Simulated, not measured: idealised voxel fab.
Documented hereafter: the process module known as voxel ribs on slabs.
cross-section cut | 230 nm wide | cells 5 nm
In this document a cross-section is written as a grid of square cells. It is given as a series of bands, listed from the top down, and a band is one or more rows of cells.
Heights first: top, then bottom, in nm. Then materials, left to right, each with a width in nm. "all across" on a single material: fills the band edge to edge. "blank": empty space.
Heights are measured from 0, the level below which the as-received wafer is all one material; the lowest band has no bottom and continues downward, written as in "from 0 down".
A two-number width, for instance "30->40", indicates that the width is equal to the first number in the top row of the band and to the second number in the bottom row, and that it changes by a constant amount per row of cells.
For the purposes of this document, the phrase "nothing altered" attached to a step denotes that no cell within the cross-section was modified by that step.
The label "Enclosed empty spaces" introduces a list of the empty spaces, 8 cells or larger, that have no open way up to the top; each entry in it reads width x height at distance, where the distance is taken from the left edge and all three are stated in nm.
Past the settings on a step's line: simulator remark, on that step.
overlay nm: right-of-plan distance of the mask on a masked step; negative values mean left-of-plan.
Planned step list for the process:
- 1: RECEIVE | material Si
- 2: DIRECTIONAL_DEP | material SiO2 | thk nm 25
- 3: DIRECTIONAL_DEP | material SiN | thk nm 20
- 4: MASKED_ETCH | tone cover | mask id RIB | width nm 20 | etch materials SiN | depth nm 10 | overlay nm 0
- 5: PATTERN | tone cover | mask id SLAB | material resist | width nm 80 | thk nm 15 | overlay nm 0
- 6: DIRECTIONAL_ETCH | etch materials SiN | depth nm 10
- 7: STRIP | etch materials resist
- 8: FILL_DEP | material SiO2 | thk nm 30
- 9: CMP | height nm 65
- 10: DIRECTIONAL_DEP | material TiN | thk nm 5
- 11: PATTERN | tone cover | mask id HEATER | material resist | width nm 30 | thk nm 20 | overlay nm 0
- 12: DIRECTIONAL_ETCH | etch materials TiN | depth nm 5
- 13: STRIP | etch materials resist
- 14: CONFORMAL_DEP | material SiO2 | thk nm 10
First wafer of two (run as planned):
Incoming wafer in cross-section (state: after step 1):
- from 0 down  Si all across
- Enclosed empty spaces: none
Upon completion of step 2, the wafer appears in cross-section as shown:
- from 25 to 0  SiO2 all across
- Below 0 it's all the same as before, nothing changed down there.
Upon completion of step 3, the wafer appears in cross-section as shown:
- from 45 to 25  SiN all across
- Below 25 it's all the same as before, nothing changed down there.
Upon completion of step 4, the wafer appears in cross-section as shown:
- from 45 to 35  blank 105 nm, SiN 20 nm, blank 105 nm
- Below 35 it's all the same as before, nothing changed down there.
Upon completion of step 5, the wafer appears in cross-section as shown:
- from 60 to 45  blank 75 nm, resist 80 nm, blank 75 nm
- from 45 to 35  blank 75 nm, resist 30 nm, SiN 20 nm, resist 30 nm, blank 75 nm
- Below 35 it's all the same as before, nothing changed down there.
Upon completion of step 6, the wafer appears in cross-section as shown:
- from 60 to 45  blank 75 nm, resist 80 nm, blank 75 nm
- from 45 to 35  blank 75 nm, resist 30 nm, SiN 20 nm, resist 30 nm, blank 75 nm
- from 35 to 25  blank 75 nm, SiN 80 nm, blank 75 nm
- Below 25 it's all the same as before, nothing changed down there.
Upon completion of step 7, the wafer appears in cross-section as shown:
- from 45 to 35  blank 105 nm, SiN 20 nm, blank 105 nm
- Below 35 it's all the same as before, nothing changed down there.
Upon completion of step 8, the wafer appears in cross-section as shown:
- from 75 to 45  SiO2 all across
- from 45 to 35  SiO2 105 nm, SiN 20 nm, SiO2 105 nm
- from 35 to 25  SiO2 75 nm, SiN 80 nm, SiO2 75 nm
- Below 25 it's all the same as before, nothing changed down there.
Upon completion of step 9, the wafer appears in cross-section as shown:
- from 65 to 45  SiO2 all across
- Below 45 it's all the same as before, nothing changed down there.
Upon completion of step 10, the wafer appears in cross-section as shown:
- from 70 to 65  TiN all across
- Below 65 it's all the same as before, nothing changed down there.
Upon completion of step 11, the wafer appears in cross-section as shown:
- from 90 to 70  blank 100 nm, resist 30 nm, blank 100 nm
- Below 70 it's all the same as before, nothing changed down there.
Upon completion of step 12, the wafer appears in cross-section as shown:
- from 90 to 70  blank 100 nm, resist 30 nm, blank 100 nm
- from 70 to 65  blank 100 nm, TiN 30 nm, blank 100 nm
- Below 65 it's all the same as before, nothing changed down there.
Upon completion of step 13, the wafer appears in cross-section as shown:
- from 70 to 65  blank 100 nm, TiN 30 nm, blank 100 nm
- Below 65 it's all the same as before, nothing changed down there.
Upon completion of step 14, the wafer appears in cross-section as shown:
- from 80 to 75  blank 90 nm, SiO2 50 nm, blank 90 nm
- from 75 to 70  SiO2 all across
- from 70 to 65  SiO2 100 nm, TiN 30 nm, SiO2 100 nm
- Below 65 it's all the same as before, nothing changed down there.
Second of two: same start, same plan, one run error; steps up to and including 9 match the first:
The second wafer cut through, at the time step 10 was supposed to be finished:
- from 70 to 65  SiN all across
- Below 65 it's all the same as before, nothing changed down there.
The second wafer cut through, at the time step 11 was supposed to be finished:
- from 90 to 70  blank 100 nm, resist 30 nm, blank 100 nm
- Below 70 it's all the same as before, nothing changed down there.
The second wafer cut through, at the time step 12 was supposed to be finished: nothing altered
The second wafer cut through, at the time step 13 was supposed to be finished:
- from 70 to 65  SiN all across
- Below 65 it's all the same as before, nothing changed down there.
The second wafer cut through, at the time step 14 was supposed to be finished:
- from 80 to 70  SiO2 all across
- Below 70 it's all the same as before, nothing changed down there.
Finding, execution versus plan: off-plan run, step 10, actual operation and settings DIRECTIONAL_DEP | material SiN | thk nm 5
Count the cells at the end and the second wafer has more or fewer of some materials than the first: SiN +46, SiO2 -4, TiN -6
